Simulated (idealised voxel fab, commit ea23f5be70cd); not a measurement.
The document below concerns the process module designated voxel transistor to metal.
Cross-section cut: width 195 nm, square cells of 5 nm.
Throughout this document, each cross-section is represented as a grid of square cells and is presented as a sequence of bands enumerated from the top downward, where a band comprises one or more rows of cells. A band entry consists of two parts. The first gives the height of the band's top and the height of its bottom, in nm. The rest lists the band's materials from left to right, each with its width in nm. A single material labelled with the word "all across" fills the band from edge to edge, and the word "empty" marks empty space. The reference from which all heights are counted is 0, the level beneath which the as-received wafer is entirely one material; the lowest band, having no lower bound, proceeds downward and is written after the example "0..down". A width such as "30 to 40" changes by the same amount from each row of cells to the next, from the band's top row to its bottom row. "nothing was modified", as given for a step, is the statement that not any cell of the cross-section underwent a change during that step. "Closed void register" enumerates empty spaces isolated from the top, with no open way to it, that contain at least 8 cells, giving each as width x height at distance from the left edge, all three in nm. It should be noted that, on the line of a given step, the content following the step's settings is a remark produced by the simulator itself with respect to that step. On any step carrying a mask, the "overlay nm" setting, if present on the step's line, tells how far right of its planned place the mask lay; negative values point to the left. Guide to the pairs. Each holds a before and an after cross-section around one process step; the after cross-section is cut off at the lowest band that changed. Look under the pair for the step between them and its settings. Pairs can come from different runs of this module on the same starting wafer, so a pair follows on from the one above it only where its entry headed "Pre-step section" says it does.
**Pre-step section**
> 25..15: empty 75 nm  SiN 10 nm  SiCN 25 nm  SiN 10 nm  empty 75 nm
> 15..-5: empty 75 nm  SiN 10 nm  polySi 25 nm  SiN 10 nm  empty 75 nm
> -5..-10: empty 75 nm  SiO2 45 nm  empty 75 nm
> -10..-20: SiO2 40 nm  empty 35 nm  Si 45 nm  empty 35 nm  SiO2 40 nm
> -20..-75: SiO2 40 nm  Si 115 nm  SiO2 40 nm
> -75..down: Si all across
> Closed void register: none
**Post-Process View**
> 25..15: empty 75 nm  SiN 10 nm  SiCN 25 nm  SiN 10 nm  empty 75 nm
> 15..0: empty 75 nm  SiN 10 nm  polySi 25 nm  SiN 10 nm  empty 75 nm
> 0..-5: empty 65 nm  SiGe 10 nm  SiN 10 nm  polySi 25 nm  SiN 10 nm  SiGe 10 nm  empty 65 nm
> -5..-10: empty 65 nm  SiGe 10 nm  SiO2 45 nm  SiGe 10 nm  empty 65 nm
> -10..-20: SiO2 40 nm  SiGe 35 nm  Si 45 nm  SiGe 35 nm  SiO2 40 nm
> No changes below -20.
> Closed void register: none
Going from the before section above to the after section, the step was EPI | material SiGe | thk nm 10
Pre-step section: see preceding pair, after cross-section.
**Post-Process View**
> 30..25: SiO2 all across
> 25..15: SiO2 75 nm  SiN 10 nm  SiCN 25 nm  SiN 10 nm  SiO2 75 nm
> 15..0: SiO2 75 nm  SiN 10 nm  polySi 25 nm  SiN 10 nm  SiO2 75 nm
> 0..-5: SiO2 65 nm  SiGe 10 nm  SiN 10 nm  polySi 25 nm  SiN 10 nm  SiGe 10 nm  SiO2 65 nm
> -5..-10: SiO2 65 nm  SiGe 10 nm  SiO2 45 nm  SiGe 10 nm  SiO2 65 nm
> No changes below -10.
> Closed void register: none
Going from the before section above to the after section, the step was FILL_DEP | material SiO2 | thk nm 5
Pre-step section: see preceding pair, after cross-section.
**Post-Process View**
> 15..0: SiO2 75 nm  SiN 10 nm  polySi 25 nm  SiN 10 nm  SiO2 75 nm
> No changes below 0.
> Closed void register: none
Going from the before section above to the after section, the step was CMP | height nm 15
Pre-step section: see preceding pair, after cross-section.
**Post-Process View**
> 15..0: SiO2 75 nm  SiN 10 nm  empty 25 nm  SiN 10 nm  SiO2 75 nm
> 0..-5: SiO2 65 nm  SiGe 10 nm  SiN 10 nm  empty 25 nm  SiN 10 nm  SiGe 10 nm  SiO2 65 nm
> No changes below -5.
> Closed void register: none
Going from the before section above to the after section, the step was STRIP | etch materials polySi
Pre-step section: see preceding pair, after cross-section.
**Post-Process View**
> 15..10: empty 75 nm  SiN 10 nm  empty 25 nm  SiN 10 nm  empty 75 nm
> 10..0: SiO2 75 nm  SiN 10 nm  empty 25 nm  SiN 10 nm  SiO2 75 nm
> 0..-5: SiO2 65 nm  SiGe 10 nm  SiN 10 nm  empty 25 nm  SiN 10 nm  SiGe 10 nm  SiO2 65 nm
> -5..-10: SiO2 65 nm  SiGe 10 nm  SiO2 5 nm  empty 35 nm  SiO2 5 nm  SiGe 10 nm  SiO2 65 nm
> No changes below -10.
> Closed void register: none
Going from the before section above to the after section, the step was SELECTIVE_ETCH | etch materials SiO2 | depth nm 5
Pre-step section: see preceding pair, after cross-section.
**Post-Process View**
> 20..15: empty 70 nm  HfO2 20 nm  empty 15 nm  HfO2 20 nm  empty 70 nm
> 15..10: HfO2 75 nm  SiN 10 nm  HfO2 5 nm  empty 15 nm  HfO2 5 nm  SiN 10 nm  HfO2 75 nm
> 10..0: SiO2 75 nm  SiN 10 nm  HfO2 5 nm  empty 15 nm  HfO2 5 nm  SiN 10 nm  SiO2 75 nm
> 0..-5: SiO2 65 nm  SiGe 10 nm  SiN 10 nm  HfO2 5 nm  empty 15 nm  HfO2 5 nm  SiN 10 nm  SiGe 10 nm  SiO2 65 nm
> -5..-10: SiO2 65 nm  SiGe 10 nm  SiO2 5 nm  HfO2 35 nm  SiO2 5 nm  SiGe 10 nm  SiO2 65 nm
> No changes below -10.
> Closed void register: none
Going from the before section above to the after section, the step was CONFORMAL_DEP | material HfO2 | thk nm 5
Pre-step section: see preceding pair, after cross-section.
**Post-Process View**
> 25..20: empty 65 nm  TiN 30 nm  empty 5 nm  TiN 30 nm  empty 65 nm
> 20..15: TiN 70 nm  HfO2 20 nm  TiN 5 nm  empty 5 nm  TiN 5 nm  HfO2 20 nm  TiN 70 nm
> 15..10: HfO2 75 nm  SiN 10 nm  HfO2 5 nm  TiN 5 nm  empty 5 nm  TiN 5 nm  HfO2 5 nm  SiN 10 nm  HfO2 75 nm
> 10..0: SiO2 75 nm  SiN 10 nm  HfO2 5 nm  TiN 5 nm  empty 5 nm  TiN 5 nm  HfO2 5 nm  SiN 10 nm  SiO2 75 nm
> 0..-5: SiO2 65 nm  SiGe 10 nm  SiN 10 nm  HfO2 5 nm  TiN 15 nm  HfO2 5 nm  SiN 10 nm  SiGe 10 nm  SiO2 65 nm
> No changes below -5.
> Closed void register: none
Going from the before section above to the after section, the step was CONFORMAL_DEP | material TiN | thk nm 5
Pre-step section: see preceding pair, after cross-section.
**Post-Process View**
> 35..25: W all across
> 25..20: W 65 nm  TiN 30 nm  W 5 nm  TiN 30 nm  W 65 nm
> 20..15: TiN 70 nm  HfO2 20 nm  TiN 5 nm  W 5 nm  TiN 5 nm  HfO2 20 nm  TiN 70 nm
> 15..10: HfO2 75 nm  SiN 10 nm  HfO2 5 nm  TiN 5 nm  W 5 nm  TiN 5 nm  HfO2 5 nm  SiN 10 nm  HfO2 75 nm
> 10..0: SiO2 75 nm  SiN 10 nm  HfO2 5 nm  TiN 5 nm  W 5 nm  TiN 5 nm  HfO2 5 nm  SiN 10 nm  SiO2 75 nm
> No changes below 0.
> Closed void register: none
Going from the before section above to the after section, the step was FILL_DEP | material W | thk nm 10
Pre-step section: see preceding pair, after cross-section.
**Post-Process View**
> 10..0: SiO2 75 nm  SiN 10 nm  HfO2 5 nm  TiN 5 nm  W 5 nm  TiN 5 nm  HfO2 5 nm  SiN 10 nm  SiO2 75 nm
> No changes below 0.
> Closed void register: none
Going from the before section above to the after section, the step was CMP | height nm 10
Pre-step section: see preceding pair, after cross-section.
**Post-Process View**
> 25..10: SiO2 all across
> No changes below 10.
> Closed void register: none
Going from the before section above to the after section, the step was DIRECTIONAL_DEP | material SiO2 | thk nm 15
Pre-step section: see preceding pair, after cross-section.
**Post-Process View**
> 25..10: SiO2 50 nm  empty 20 nm  SiO2 55 nm  empty 20 nm  SiO2 50 nm
> 10..0: SiO2 50 nm  empty 20 nm  SiO2 5 nm  SiN 10 nm  HfO2 5 nm  TiN 5 nm  W 5 nm  TiN 5 nm  HfO2 5 nm  SiN 10 nm  SiO2 5 nm  empty 20 nm  SiO2 50 nm
> 0..-5: SiO2 50 nm  empty 15 nm  SiGe 10 nm  SiN 10 nm  HfO2 5 nm  TiN 15 nm  HfO2 5 nm  SiN 10 nm  SiGe 10 nm  empty 15 nm  SiO2 50 nm
> -5..-10: SiO2 50 nm  empty 15 nm  SiGe 10 nm  SiO2 5 nm  HfO2 35 nm  SiO2 5 nm  SiGe 10 nm  empty 15 nm  SiO2 50 nm
> No changes below -10.
> Closed void register: none
Going from the before section above to the after section, the step was MASKED_ETCH | tone open | mask id CONTACT | width nm 20 | pitch nm 75 | etch materials SiO2 | depth nm 35 | overlay nm 0
Pre-step section: see preceding pair, after cross-section.
**Post-Process View**
> 30..25: TiN 55 nm  empty 10 nm  TiN 65 nm  empty 10 nm  TiN 55 nm
> 25..10: SiO2 50 nm  TiN 5 nm  empty 10 nm  TiN 5 nm  SiO2 55 nm  TiN 5 nm  empty 10 nm  TiN 5 nm  SiO2 50 nm
> 10..0: SiO2 50 nm  TiN 5 nm  empty 10 to 5 nm  TiN 5 to 10 nm  SiO2 5 nm  SiN 10 nm  HfO2 5 nm  TiN 5 nm  W 5 nm  TiN 5 nm  HfO2 5 nm  SiN 10 nm  SiO2 5 nm  TiN 5 to 10 nm  empty 10 to 5 nm  TiN 5 nm  SiO2 50 nm
> 0..-5: SiO2 50 nm  TiN 5 nm  empty 5 nm  TiN 5 nm  SiGe 10 nm  SiN 10 nm  HfO2 5 nm  TiN 15 nm  HfO2 5 nm  SiN 10 nm  SiGe 10 nm  TiN 5 nm  empty 5 nm  TiN 5 nm  SiO2 50 nm
> -5..-10: SiO2 50 nm  TiN 15 nm  SiGe 10 nm  SiO2 5 nm  HfO2 35 nm  SiO2 5 nm  SiGe 10 nm  TiN 15 nm  SiO2 50 nm
> No changes below -10.
> Closed void register: none
Going from the before section above to the after section, the step was CONFORMAL_DEP | material TiN | thk nm 5
Pre-step section: see preceding pair, after cross-section.
**Post-Process View**
> 40..30: W all across
> 30..25: TiN 55 nm  W 10 nm  TiN 65 nm  W 10 nm  TiN 55 nm
> 25..10: SiO2 50 nm  TiN 5 nm  W 10 nm  TiN 5 nm  SiO2 55 nm  TiN 5 nm  W 10 nm  TiN 5 nm  SiO2 50 nm
> 10..0: SiO2 50 nm  TiN 5 nm  W 10 to 5 nm  TiN 5 to 10 nm  SiO2 5 nm  SiN 10 nm  HfO2 5 nm  TiN 5 nm  W 5 nm  TiN 5 nm  HfO2 5 nm  SiN 10 nm  SiO2 5 nm  TiN 5 to 10 nm  W 10 to 5 nm  TiN 5 nm  SiO2 50 nm
> 0..-5: SiO2 50 nm  TiN 5 nm  W 5 nm  TiN 5 nm  SiGe 10 nm  SiN 10 nm  HfO2 5 nm  TiN 15 nm  HfO2 5 nm  SiN 10 nm  SiGe 10 nm  TiN 5 nm  W 5 nm  TiN 5 nm  SiO2 50 nm
> No changes below -5.
> Closed void register: none
Going from the before section above to the after section, the step was FILL_DEP | material W | thk nm 10
Pre-step section: see preceding pair, after cross-section.
**Post-Process View**
> 25..10: SiO2 50 nm  TiN 5 nm  W 10 nm  TiN 5 nm  SiO2 55 nm  TiN 5 nm  W 10 nm  TiN 5 nm  SiO2 50 nm
> No changes below 10.
> Closed void register: none
Going from the before section above to the after section, the step was CMP | height nm 25
Pre-step section: see preceding pair, after cross-section.
**Post-Process View**
> 30..25: TiN all across
> No changes below 25.
> Closed void register: none
Going from the before section above to the after section, the step was DIRECTIONAL_DEP | material TiN | thk nm 5
Pre-step section: see preceding pair, after cross-section.
**Post-Process View**
> 50..30: W all across
> No changes below 30.
> Closed void register: none
Going from the before section above to the after section, the step was DIRECTIONAL_DEP | material W | thk nm 20
Pre-step section: see preceding pair, after cross-section.
**Post-Process View**
> 65..50: empty 50 nm  resist 20 nm  empty 55 nm  resist 20 nm  empty 50 nm
> No changes below 50.
> Closed void register: none
Going from the before section above to the after section, the step was PATTERN | tone cover | mask id METAL_1 | material resist | width nm 20 | pitch nm 75 | thk nm 15 | overlay nm 0
Pre-step section: see preceding pair, after cross-section.
**Post-Process View**
> 65..50: empty 50 nm  resist 20 nm  empty 55 nm  resist 20 nm  empty 50 nm
> 50..30: empty 50 nm  W 20 nm  empty 55 nm  W 20 nm  empty 50 nm
> No changes below 30.
> Closed void register: none
Going from the before section above to the after section, the step was DIRECTIONAL_ETCH | etch materials W | depth nm 20
Pre-step section: see preceding pair, after cross-section.
**Post-Process View**
> 65..50: empty 50 nm  resist 20 nm  empty 55 nm  resist 20 nm  empty 50 nm
> 50..30: empty 50 nm  W 20 nm  empty 55 nm  W 20 nm  empty 50 nm
> 30..25: empty 50 nm  TiN 20 nm  empty 55 nm  TiN 20 nm  empty 50 nm
> No changes below 25.
> Closed void register: none
Going from the before section above to the after section, the step was DIRECTIONAL_ETCH | etch materials TiN | depth nm 5
Pre-step section: see preceding pair, after cross-section.
**Post-Process View**
> 50..30: empty 50 nm  W 20 nm  empty 55 nm  W 20 nm  empty 50 nm
> No changes below 30.
> Closed void register: none
Going from the before section above to the after section, the step was STRIP | etch materials resist
Pre-step section: see preceding pair, after cross-section.
**Post-Process View**
> 55..50: empty 45 nm  SiN 30 nm  empty 45 nm  SiN 30 nm  empty 45 nm
> 50..30: empty 45 nm  SiN 5 nm  W 20 nm  SiN 5 nm  empty 45 nm  SiN 5 nm  W 20 nm  SiN 5 nm  empty 45 nm
> 30..25: SiN 50 nm  TiN 20 nm  SiN 55 nm  TiN 20 nm  SiN 50 nm
> No changes below 25.
> Closed void register: none
Going from the before section above to the after section, the step was CONFORMAL_DEP | material SiN | thk nm 5
Pre-step section: see preceding pair, after cross-section.
**Post-Process View**
> 60..55: lowk all across
> 55..50: lowk 45 nm  SiN 30 nm  lowk 45 nm  SiN 30 nm  lowk 45 nm
> 50..30: lowk 45 nm  SiN 5 nm  W 20 nm  SiN 5 nm  lowk 45 nm  SiN 5 nm  W 20 nm  SiN 5 nm  lowk 45 nm
> No changes below 30.
> Closed void register: none
Going from the before section above to the after section, the step was FILL_DEP | material lowk | thk nm 5
Pre-step section: see preceding pair, after cross-section.
**Post-Process View**
> 50..30: lowk 45 nm  SiN 5 nm  W 20 nm  SiN 5 nm  lowk 45 nm  SiN 5 nm  W 20 nm  SiN 5 nm  lowk 45 nm
> No changes below 30.
> Closed void register: none
Going from the before section above to the after section, the step was CMP | height nm 50
Pre-step section: see preceding pair, after cross-section.
**Post-Process View**
> 55..50: SiCN all across
> No changes below 50.
> Closed void register: none
Going from the before section above to the after section, the step was CONFORMAL_DEP | material SiCN | thk nm 5
**Pre-step section**
> 25..10: SiO2 50 nm  TiN 5 nm  W 10 nm  TiN 5 nm  SiO2 55 nm  TiN 5 nm  W 10 nm  TiN 5 nm  SiO2 50 nm
> 10..0: SiO2 50 nm  TiN 5 nm  W 10 to 5 nm  TiN 5 to 10 nm  SiO2 5 nm  SiN 10 nm  HfO2 5 nm  TiN 5 nm  W 5 nm  TiN 5 nm  HfO2 5 nm  SiN 10 nm  SiO2 5 nm  TiN 5 to 10 nm  W 10 to 5 nm  TiN 5 nm  SiO2 50 nm
> 0..-5: SiO2 50 nm  TiN 5 nm  W 5 nm  TiN 5 nm  SiGe 10 nm  SiN 10 nm  HfO2 5 nm  TiN 15 nm  HfO2 5 nm  SiN 10 nm  SiGe 10 nm  TiN 5 nm  W 5 nm  TiN 5 nm  SiO2 50 nm
> -5..-10: SiO2 50 nm  TiN 15 nm  SiGe 10 nm  SiO2 5 nm  HfO2 35 nm  SiO2 5 nm  SiGe 10 nm  TiN 15 nm  SiO2 50 nm
> -10..-20: SiO2 40 nm  SiGe 35 nm  Si 45 nm  SiGe 35 nm  SiO2 40 nm
> -20..-40: SiO2 40 nm  Si 115 nm  SiO2 40 nm
> -40..down: Si all across
> Closed void register: none
**Post-Process View**
> 45..25: W all across
> No changes below 25.
> Closed void register: none
Going from the before section above to the after section, the step was DIRECTIONAL_DEP | material W | thk nm 20
Pre-step section: see preceding pair, after cross-section.
**Post-Process View**
> 50..45: TiN all across
> No changes below 45.
> Closed void register: none
Going from the before section above to the after section, the step was DIRECTIONAL_DEP | material TiN | thk nm 5
Pre-step section: see preceding pair, after cross-section.
**Post-Process View**
> 65..50: empty 50 nm  resist 20 nm  empty 55 nm  resist 20 nm  empty 50 nm
> No changes below 50.
> Closed void register: none
Going from the before section above to the after section, the step was PATTERN | tone cover | mask id METAL_1 | material resist | width nm 20 | pitch nm 75 | thk nm 15 | overlay nm 0
Pre-step section: see preceding pair, after cross-section.
**Post-Process View**
> 65..50: empty 50 nm  resist 20 nm  empty 55 nm  resist 20 nm  empty 50 nm
> 50..45: empty 50 nm  TiN 20 nm  empty 55 nm  TiN 20 nm  empty 50 nm
> No changes below 45.
> Closed void register: none
Going from the before section above to the after section, the step was DIRECTIONAL_ETCH | etch materials TiN | depth nm 5
Pre-step section: see preceding pair, after cross-section.
**Post-Process View**
> 50..45: empty 50 nm  TiN 20 nm  empty 55 nm  TiN 20 nm  empty 50 nm
> No changes below 45.
> Closed void register: none
Going from the before section above to the after section, the step was STRIP | etch materials resist
Pre-step section: see preceding pair, after cross-section.
**Post-Process View**
> 55..50: empty 45 nm  SiN 30 nm  empty 45 nm  SiN 30 nm  empty 45 nm
> 50..45: SiN 50 nm  TiN 20 nm  SiN 55 nm  TiN 20 nm  SiN 50 nm
> No changes below 45.
> Closed void register: none
Going from the before section above to the after section, the step was CONFORMAL_DEP | material SiN | thk nm 5
Pre-step section: see preceding pair, after cross-section.
**Post-Process View**
> 60..55: lowk all across
> 55..50: lowk 45 nm  SiN 30 nm  lowk 45 nm  SiN 30 nm  lowk 45 nm
> No changes below 50.
> Closed void register: none
Going from the before section above to the after section, the step was FILL_DEP | material lowk | thk nm 5
Pre-step section: see preceding pair, after cross-section.
**Post-Process View**
> 50..45: SiN 50 nm  TiN 20 nm  SiN 55 nm  TiN 20 nm  SiN 50 nm
> No changes below 45.
> Closed void register: none
Going from the before section above to the after section, the step was CMP | height nm 50
Pre-step section: see preceding pair, after cross-section.
**Post-Process View**
> 55..50: SiCN all across
> No changes below 50.
> Closed void register: none
Going from the before section above to the after section, the step was CONFORMAL_DEP | material SiCN | thk nm 5
**Pre-step section**
> 10..0: SiO2 75 nm  SiN 10 nm  HfO2 5 nm  TiN 5 nm  W 5 nm  TiN 5 nm  HfO2 5 nm  SiN 10 nm  SiO2 75 nm
> 0..-5: SiO2 65 nm  SiGe 10 nm  SiN 10 nm  HfO2 5 nm  TiN 15 nm  HfO2 5 nm  SiN 10 nm  SiGe 10 nm  SiO2 65 nm
> -5..-10: SiO2 65 nm  SiGe 10 nm  SiO2 5 nm  HfO2 35 nm  SiO2 5 nm  SiGe 10 nm  SiO2 65 nm
> -10..-20: SiO2 40 nm  SiGe 35 nm  Si 45 nm  SiGe 35 nm  SiO2 40 nm
> -20..-40: SiO2 40 nm  Si 115 nm  SiO2 40 nm
> -40..down: Si all across
> Closed void register: none
**Post-Process View**
> 15..10: SiO2 all across
> No changes below 10.
> Closed void register: none
Going from the before section above to the after section, the step was DIRECTIONAL_DEP | material SiO2 | thk nm 5
Pre-step section: see preceding pair, after cross-section.
**Post-Process View**
> 15..10: SiO2 50 nm  empty 20 nm  SiO2 55 nm  empty 20 nm  SiO2 50 nm
> 10..0: SiO2 50 nm  empty 20 nm  SiO2 5 nm  SiN 10 nm  HfO2 5 nm  TiN 5 nm  W 5 nm  TiN 5 nm  HfO2 5 nm  SiN 10 nm  SiO2 5 nm  empty 20 nm  SiO2 50 nm
> 0..-5: SiO2 50 nm  empty 15 nm  SiGe 10 nm  SiN 10 nm  HfO2 5 nm  TiN 15 nm  HfO2 5 nm  SiN 10 nm  SiGe 10 nm  empty 15 nm  SiO2 50 nm
> -5..-10: SiO2 50 nm  empty 15 nm  SiGe 10 nm  SiO2 5 nm  HfO2 35 nm  SiO2 5 nm  SiGe 10 nm  empty 15 nm  SiO2 50 nm
> No changes below -10.
> Closed void register: none
Going from the before section above to the after section, the step was MASKED_ETCH | tone open | mask id CONTACT | width nm 20 | pitch nm 75 | etch materials SiO2 | depth nm 35 | overlay nm 0
Pre-step section: see preceding pair, after cross-section.
**Post-Process View**
> 20..15: TiN 55 nm  empty 10 nm  TiN 65 nm  empty 10 nm  TiN 55 nm
> 15..10: SiO2 50 nm  TiN 5 nm  empty 10 nm  TiN 5 nm  SiO2 55 nm  TiN 5 nm  empty 10 nm  TiN 5 nm  SiO2 50 nm
> 10..0: SiO2 50 nm  TiN 5 nm  empty 10 to 5 nm  TiN 5 to 10 nm  SiO2 5 nm  SiN 10 nm  HfO2 5 nm  TiN 5 nm  W 5 nm  TiN 5 nm  HfO2 5 nm  SiN 10 nm  SiO2 5 nm  TiN 5 to 10 nm  empty 10 to 5 nm  TiN 5 nm  SiO2 50 nm
> 0..-5: SiO2 50 nm  TiN 5 nm  empty 5 nm  TiN 5 nm  SiGe 10 nm  SiN 10 nm  HfO2 5 nm  TiN 15 nm  HfO2 5 nm  SiN 10 nm  SiGe 10 nm  TiN 5 nm  empty 5 nm  TiN 5 nm  SiO2 50 nm
> -5..-10: SiO2 50 nm  TiN 15 nm  SiGe 10 nm  SiO2 5 nm  HfO2 35 nm  SiO2 5 nm  SiGe 10 nm  TiN 15 nm  SiO2 50 nm
> No changes below -10.
> Closed void register: none
Going from the before section above to the after section, the step was CONFORMAL_DEP | material TiN | thk nm 5
Pre-step section: see preceding pair, after cross-section.
**Post-Process View**
> 30..20: W all across
> 20..15: TiN 55 nm  W 10 nm  TiN 65 nm  W 10 nm  TiN 55 nm
> 15..10: SiO2 50 nm  TiN 5 nm  W 10 nm  TiN 5 nm  SiO2 55 nm  TiN 5 nm  W 10 nm  TiN 5 nm  SiO2 50 nm
> 10..0: SiO2 50 nm  TiN 5 nm  W 10 to 5 nm  TiN 5 to 10 nm  SiO2 5 nm  SiN 10 nm  HfO2 5 nm  TiN 5 nm  W 5 nm  TiN 5 nm  HfO2 5 nm  SiN 10 nm  SiO2 5 nm  TiN 5 to 10 nm  W 10 to 5 nm  TiN 5 nm  SiO2 50 nm
> 0..-5: SiO2 50 nm  TiN 5 nm  W 5 nm  TiN 5 nm  SiGe 10 nm  SiN 10 nm  HfO2 5 nm  TiN 15 nm  HfO2 5 nm  SiN 10 nm  SiGe 10 nm  TiN 5 nm  W 5 nm  TiN 5 nm  SiO2 50 nm
> No changes below -5.
> Closed void register: none
Going from the before section above to the after section, the step was FILL_DEP | material W | thk nm 10
Pre-step section: see preceding pair, after cross-section.
**Post-Process View**
> 25..20: W all across
> No changes below 20.
> Closed void register: none
Going from the before section above to the after section, the step was CMP | height nm 25
Pre-step section: see preceding pair, after cross-section.
**Post-Process View**
> 30..25: TiN all across
> No changes below 25.
> Closed void register: none
Going from the before section above to the after section, the step was DIRECTIONAL_DEP | material TiN | thk nm 5
Pre-step section: see preceding pair, after cross-section.
**Post-Process View**
> 50..30: W all across
> No changes below 30.
> Closed void register: none
Going from the before section above to the after section, the step was DIRECTIONAL_DEP | material W | thk nm 20
Pre-step section: see preceding pair, after cross-section.
**Post-Process View**
> 65..50: empty 50 nm  resist 20 nm  empty 55 nm  resist 20 nm  empty 50 nm
> No changes below 50.
> Closed void register: none
Going from the before section above to the after section, the step was PATTERN | tone cover | mask id METAL_1 | material resist | width nm 20 | pitch nm 75 | thk nm 15 | overlay nm 0
Pre-step section: see preceding pair, after cross-section.
**Post-Process View**
> 65..50: empty 50 nm  resist 20 nm  empty 55 nm  resist 20 nm  empty 50 nm
> 50..30: empty 50 nm  W 20 nm  empty 55 nm  W 20 nm  empty 50 nm
> No changes below 30.
> Closed void register: none
Going from the before section above to the after section, the step was DIRECTIONAL_ETCH | etch materials W | depth nm 20
Pre-step section: see preceding pair, after cross-section.
**Post-Process View**
> 65..50: empty 50 nm  resist 20 nm  empty 55 nm  resist 20 nm  empty 50 nm
> 50..30: empty 50 nm  W 20 nm  empty 55 nm  W 20 nm  empty 50 nm
> 30..25: empty 50 nm  TiN 20 nm  empty 55 nm  TiN 20 nm  empty 50 nm
> No changes below 25.
> Closed void register: none
Going from the before section above to the after section, the step was DIRECTIONAL_ETCH | etch materials TiN | depth nm 5
Pre-step section: see preceding pair, after cross-section.
**Post-Process View**
> 50..30: empty 50 nm  W 20 nm  empty 55 nm  W 20 nm  empty 50 nm
> No changes below 30.
> Closed void register: none
Going from the before section above to the after section, the step was STRIP | etch materials resist
Pre-step section: see preceding pair, after cross-section.
**Post-Process View**
> 55..50: empty 45 nm  SiN 30 nm  empty 45 nm  SiN 30 nm  empty 45 nm
> 50..30: empty 45 nm  SiN 5 nm  W 20 nm  SiN 5 nm  empty 45 nm  SiN 5 nm  W 20 nm  SiN 5 nm  empty 45 nm
> 30..25: SiN 50 nm  TiN 20 nm  SiN 55 nm  TiN 20 nm  SiN 50 nm
> No changes below 25.
> Closed void register: none
Going from the before section above to the after section, the step was CONFORMAL_DEP | material SiN | thk nm 5
Pre-step section: see preceding pair, after cross-section.
**Post-Process View**
> 60..55: lowk all across
> 55..50: lowk 45 nm  SiN 30 nm  lowk 45 nm  SiN 30 nm  lowk 45 nm
> 50..30: lowk 45 nm  SiN 5 nm  W 20 nm  SiN 5 nm  lowk 45 nm  SiN 5 nm  W 20 nm  SiN 5 nm  lowk 45 nm
> No changes below 30.
> Closed void register: none
Going from the before section above to the after section, the step was FILL_DEP | material lowk | thk nm 5
Pre-step section: see preceding pair, after cross-section.
**Post-Process View**
> 50..30: lowk 45 nm  SiN 5 nm  W 20 nm  SiN 5 nm  lowk 45 nm  SiN 5 nm  W 20 nm  SiN 5 nm  lowk 45 nm
> No changes below 30.
> Closed void register: none
Going from the before section above to the after section, the step was CMP | height nm 50
Pre-step section: see preceding pair, after cross-section.
**Post-Process View**
> 55..50: SiCN all across
> No changes below 50.
> Closed void register: none
Going from the before section above to the after section, the step was CONFORMAL_DEP | material SiCN | thk nm 5
**Pre-step section**
> 50..30: W all across
> 30..25: TiN all across
> 25..10: SiO2 50 nm  TiN 5 nm  W 10 nm  TiN 5 nm  SiO2 55 nm  TiN 5 nm  W 10 nm  TiN 5 nm  SiO2 50 nm
> 10..0: SiO2 50 nm  TiN 5 nm  W 10 to 5 nm  TiN 5 to 10 nm  SiO2 5 nm  SiN 10 nm  HfO2 5 nm  TiN 5 nm  W 5 nm  TiN 5 nm  HfO2 5 nm  SiN 10 nm  SiO2 5 nm  TiN 5 to 10 nm  W 10 to 5 nm  TiN 5 nm  SiO2 50 nm
> 0..-5: SiO2 50 nm  TiN 5 nm  W 5 nm  TiN 5 nm  SiGe 10 nm  SiN 10 nm  HfO2 5 nm  TiN 15 nm  HfO2 5 nm  SiN 10 nm  SiGe 10 nm  TiN 5 nm  W 5 nm  TiN 5 nm  SiO2 50 nm
> -5..-10: SiO2 50 nm  TiN 15 nm  SiGe 10 nm  SiO2 5 nm  HfO2 35 nm  SiO2 5 nm  SiGe 10 nm  TiN 15 nm  SiO2 50 nm
> -10..-20: SiO2 40 nm  SiGe 35 nm  Si 45 nm  SiGe 35 nm  SiO2 40 nm
> -20..-40: SiO2 40 nm  Si 115 nm  SiO2 40 nm
> -40..down: Si all across
> Closed void register: none
**Post-Process View**
> 65..50: empty 50 nm  resist 25 nm  empty 50 nm  resist 25 nm  empty 45 nm
> No changes below 50.
> Closed void register: none
Going from the before section above to the after section, the step was PATTERN | tone cover | mask id METAL_1 | material resist | width nm 25 | pitch nm 75 | thk nm 15 | overlay nm 0
Pre-step section: see preceding pair, after cross-section.
**Post-Process View**
> 65..50: empty 50 nm  resist 25 nm  empty 50 nm  resist 25 nm  empty 45 nm
> 50..30: empty 50 nm  W 25 nm  empty 50 nm  W 25 nm  empty 45 nm
> No changes below 30.
> Closed void register: none
Going from the before section above to the after section, the step was DIRECTIONAL_ETCH | etch materials W | depth nm 20
Pre-step section: see preceding pair, after cross-section.
**Post-Process View**
> 65..50: empty 50 nm  resist 25 nm  empty 50 nm  resist 25 nm  empty 45 nm
> 50..30: empty 50 nm  W 25 nm  empty 50 nm  W 25 nm  empty 45 nm
> 30..25: empty 50 nm  TiN 25 nm  empty 50 nm  TiN 25 nm  empty 45 nm
> No changes below 25.
> Closed void register: none
Going from the before section above to the after section, the step was DIRECTIONAL_ETCH | etch materials TiN | depth nm 5
Pre-step section: see preceding pair, after cross-section.
**Post-Process View**
> 50..30: empty 50 nm  W 25 nm  empty 50 nm  W 25 nm  empty 45 nm
> No changes below 30.
> Closed void register: none
Going from the before section above to the after section, the step was STRIP | etch materials resist
Pre-step section: see preceding pair, after cross-section.
**Post-Process View**
> 55..50: empty 45 nm  SiN 35 nm  empty 40 nm  SiN 35 nm  empty 40 nm
> 50..30: empty 45 nm  SiN 5 nm  W 25 nm  SiN 5 nm  empty 40 nm  SiN 5 nm  W 25 nm  SiN 5 nm  empty 40 nm
> 30..25: SiN 50 nm  TiN 25 nm  SiN 50 nm  TiN 25 nm  SiN 45 nm
> No changes below 25.
> Closed void register: none
Going from the before section above to the after section, the step was CONFORMAL_DEP | material SiN | thk nm 5
Pre-step section: see preceding pair, after cross-section.
**Post-Process View**
> 60..55: lowk all across
> 55..50: lowk 45 nm  SiN 35 nm  lowk 40 nm  SiN 35 nm  lowk 40 nm
> 50..30: lowk 45 nm  SiN 5 nm  W 25 nm  SiN 5 nm  lowk 40 nm  SiN 5 nm  W 25 nm  SiN 5 nm  lowk 40 nm
> No changes below 30.
> Closed void register: none
Going from the before section above to the after section, the step was FILL_DEP | material lowk | thk nm 5
Pre-step section: see preceding pair, after cross-section.
**Post-Process View**
> 50..30: lowk 45 nm  SiN 5 nm  W 25 nm  SiN 5 nm  lowk 40 nm  SiN 5 nm  W 25 nm  SiN 5 nm  lowk 40 nm
> No changes below 30.
> Closed void register: none
Going from the before section above to the after section, the step was CMP | height nm 50
Pre-step section: see preceding pair, after cross-section.
**Post-Process View**
> 55..50: SiCN all across
> No changes below 50.
> Closed void register: none
Going from the before section above to the after section, the step was CONFORMAL_DEP | material SiCN | thk nm 5
